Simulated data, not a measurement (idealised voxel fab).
Process module, titled voxel quadruple lines
215 nm wide, 5 nm square cells: that's cross-section cut.
For the purposes of this document, a cross-section shall be understood as a grid of square cells, specified as bands listed in top-to-bottom order, each band consisting of one or more rows of cells.
This entry defines a band. It first specifies the height of the band's top and the height of its bottom in nm, and then specifies the band's materials from left to right, stating each material with its width in nm. The word "throughout" identifies a single material that fills the band from edge to edge, while the word "air" identifies empty space.
Below 0: as-received wafer, all one material; heights counted from there. Lowest band: no bottom, goes on down, written "0..down".
The two numbers in a width such as "30->40" mark its ends across the band: the first belongs to the top row of cells, the second to the bottom row, and from each row to the next the width moves by the same amount.
Given "stayed the same" for a step, no cell of the cross-section differs between before and after that step.
Basically, "Closed void register" tells you about the enclosed voids: empty spaces with no open way to the top, 8 cells or bigger, each written width x height at distance, where distance is from the left edge, all in nm.
Post-settings text on a step line: simulator's own remark regarding the step.
overlay nm: how far to the right of its planned place the mask lay on this masked step (negative: to the left).

This section lists the process steps that were planned:
1 RECEIVE (material Si)
2 CONFORMAL_DEP (material Al2O3; thk nm 10)
3 DIRECTIONAL_DEP (material W; thk nm 15)
4 DIRECTIONAL_DEP (material polySi; thk nm 20)
5 DIRECTIONAL_DEP (material aC; thk nm 20)
6 PATTERN (tone cover; mask id MANDREL; material resist; width nm 25; thk nm 25; overlay nm 0)
7 DIRECTIONAL_ETCH (etch materials aC; depth nm 20)
8 STRIP (etch materials resist)
9 CONFORMAL_DEP (material SiO2; thk nm 15)
10 DIRECTIONAL_ETCH (etch materials SiO2; depth nm 15)
11 STRIP (etch materials aC)
12 DIRECTIONAL_ETCH (etch materials polySi; depth nm 20)
13 STRIP (etch materials SiO2)
14 CONFORMAL_DEP (material SiCN; thk nm 5)
15 DIRECTIONAL_ETCH (etch materials SiCN; depth nm 5)
16 STRIP (etch materials polySi)
17 DIRECTIONAL_ETCH (etch materials W; depth nm 15)
18 STRIP (etch materials SiCN)
19 FILL_DEP (material SiO2; thk nm 5)
20 CMP (height nm 25)

Delivered wafer in cross-section: state after step 1:
    0..down: Si throughout
    Closed void register: none

First of two wafers at the end of the module, shown in cross-section; run carried out as planned:
    25..10: 75 of SiO2, then 5 of W, then 15 of SiO2, then 5 of W, then 15 of SiO2, then 5 of W, then 15 of SiO2, then 5 of W, then 75 of SiO2
    10..0: Al2O3 throughout
    0..down: Si throughout
    Closed void register: none

Wafer two (of two), end-of-module cross-section: start = wafer one, plan = wafer one, one run mistake:
    25..15: 75 of SiO2, then 5 of W, then 15 of SiO2, then 5 of W, then 15 of SiO2, then 5 of W, then 15 of SiO2, then 5 of W, then 75 of SiO2
    15..0: Al2O3 throughout
    0..down: Si throughout
    Closed void register: none
Which mistake was made when the wafer was run? step 2 deviated from plan and actually ran as CONFORMAL_DEP (material Al2O3; thk nm 15)
End check, counted in cells, second wafer has more or fewer of these materials than the first: +43 Al2O3 | -39 SiO2 | -4 W
